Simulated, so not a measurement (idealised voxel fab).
process module | voxel released beams
cross-section cut | 260 nm wide | cells 5 nm
A cross-section is a grid of square cells, given in bands from the top down. A band is one or more rows of cells.
Each band's line starts with the height of the band's top and of its bottom, in nm. Then come its materials from left to right, each with its width in nm. One material with "throughout" fills the band from edge to edge. "air" is empty space.
Height 0 is the level under which the wafer as received is all one material. The lowest band goes on downwards, as in "0 down".
A width such as "30 to 40" changes by the same amount from each row of cells to the next, from the band's top row to its bottom row.
"no change" after a step means that no cell of the cross-section changed.
closed voids: empty space of 8 cells or more with no open way to the top, each as width x height at its distance from the left edge, in nm
after a step's settings: what the simulator itself notes on the step
overlay nm, on a step with a mask: how far to the right of its planned place the mask lay; to the left if negative
plan
1 op RECEIVE | material Si
2 op CONFORMAL_DEP | material SiN | thk nm 10
3 op DIRECTIONAL_DEP | material SiO2 | thk nm 20
4 op PATTERN | tone open | mask id ANCHOR | material resist | width nm 45 | thk nm 15 | overlay nm -15
5 op DIRECTIONAL_ETCH | etch materials SiO2 | depth nm 20
6 op STRIP | etch materials resist
7 op CONFORMAL_DEP | material polySi | thk nm 15
8 op DIRECTIONAL_DEP | material aC | thk nm 10
9 op PATTERN | tone cover | mask id BEAM | material resist | width nm 95 | thk nm 25 | overlay nm 0
10 op DIRECTIONAL_ETCH | etch materials aC | depth nm 10
11 op STRIP | etch materials resist
12 op DIRECTIONAL_ETCH | etch materials polySi | depth nm 15
13 op STRIP | etch materials aC
14 op STRIP | etch materials SiO2
varied across the wafers: overlay nm of step 4. The plan shows the first wafer's value. All wafers start alike
first wafer as received, after step 1
  0 down: Si throughout
  closed voids: none
first wafer at the end, after step 14
  45 to 30: air 80 | polySi 5 | air 15 | polySi 75 | air 85
  30 to 25: air 70 | polySi 15 | air 15 | polySi 15 | air 145
  25 to 10: air 70 | polySi 45 | air 145
  10 to 0: SiN throughout
  0 down: Si throughout
  closed voids: none
last wafer at the end
  45 to 30: air 80 | polySi 35 | air 15 | polySi 45 | air 85
  30 to 25: air 100 | polySi 15 | air 15 | polySi 15 | air 115
  25 to 10: air 100 | polySi 45 | air 115
  10 to 0: SiN throughout
  0 down: Si throughout
  closed voids: none
each wafer at the end: cells of each material gained (+) or lost (-) since it was received, then its closed voids
overlay nm -15 | +104 SiN | +81 polySi | closed voids: none
overlay nm -10 | +104 SiN | +81 polySi | closed voids: none
overlay nm -5 | +104 SiN | +81 polySi | closed voids: none
overlay nm 0 | +104 SiN | +81 polySi | closed voids: none
overlay nm 5 | +104 SiN | +81 polySi | closed voids: none
overlay nm 10 | +104 SiN | +81 polySi | closed voids: none
overlay nm 15 | +104 SiN | +81 polySi | closed voids: none
